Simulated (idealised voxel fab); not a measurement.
process module | voxel self aligned vias
cross-section cut | 270 nm wide | cells 5 nm
A cross-section is a grid of square cells, given in bands from the top down. A band is one or more rows of cells.
Each band's line starts with the height of the band's top and of its bottom, in nm. Then come its materials from left to right, each with its width in nm. One material with "throughout" fills the band from edge to edge. "air" is empty space.
Height 0 is the level under which the wafer as received is all one material. The lowest band goes on downwards, as in "0 down".
A width such as "30 to 40" changes by the same amount from each row of cells to the next, from the band's top row to its bottom row.
"no change" after a step means that no cell of the cross-section changed.
closed voids: empty space of 8 cells or more with no open way to the top, each as width x height at its distance from the left edge, in nm
after a step's settings: what the simulator itself notes on the step
overlay nm, on a step with a mask: how far to the right of its planned place the mask lay; to the left if negative
plan
1 op RECEIVE | material Si
2 op CONFORMAL_DEP | material SiO2 | thk nm 10
3 op CONFORMAL_DEP | material SiCN | thk nm 5
4 op DIRECTIONAL_DEP | material SiO2 | thk nm 10
5 op MASKED_ETCH | tone open | mask id LINES | width nm 30 | pitch nm 60 | etch materials SiO2 | depth nm 20 | overlay nm 0
6 op CONFORMAL_DEP | material TiN | thk nm 5
7 op FILL_DEP | material Ru | thk nm 10
8 op CMP | height nm 35
9 op SELECTIVE_ETCH | etch materials W Ru TiN | depth nm 10
10 op FILL_DEP | material SiN | thk nm 10
11 op CMP | height nm 35
12 op DIRECTIONAL_DEP | material SiO2 | thk nm 15
13 op MASKED_ETCH | tone open | mask id VIAS | width nm 40 | etch materials SiO2 | depth nm 15 | overlay nm 0
14 op MASKED_ETCH | tone open | mask id VIAS | width nm 40 | etch materials SiN | depth nm 10 | overlay nm 0
15 op CONFORMAL_DEP | material TiN | thk nm 5
16 op FILL_DEP | material Ru | thk nm 10
17 op CMP | height nm 50
18 op CONFORMAL_DEP | material SiN | thk nm 5
varied across the wafers: thk nm of step 4. The plan shows the first wafer's value. All wafers start alike
first wafer as received, after step 1
  0 down: Si throughout
  closed voids: none
each wafer at the end: cells of each material gained (+) or lost (-) since it was received, then its closed voids
thk nm 10 | +32 Ru | +54 SiCN | +146 SiN | +330 SiO2 | +32 TiN | closed voids: none
thk nm 15 | +30 Ru | +54 SiCN | +106 SiN | +372 SiO2 | +32 TiN | closed voids: none
thk nm 20 | +28 Ru | +54 SiCN | +66 SiN | +414 SiO2 | +32 TiN | closed voids: none
thk nm 25 | +20 Ru | +54 SiCN | +66 SiN | +426 SiO2 | +28 TiN | closed voids: none
thk nm 30 | +20 Ru | +54 SiCN | +66 SiN | +438 SiO2 | +16 TiN | closed voids: none
thk nm 35 | +16 Ru | +54 SiCN | +60 SiN | +450 SiO2 | +14 TiN | closed voids: none
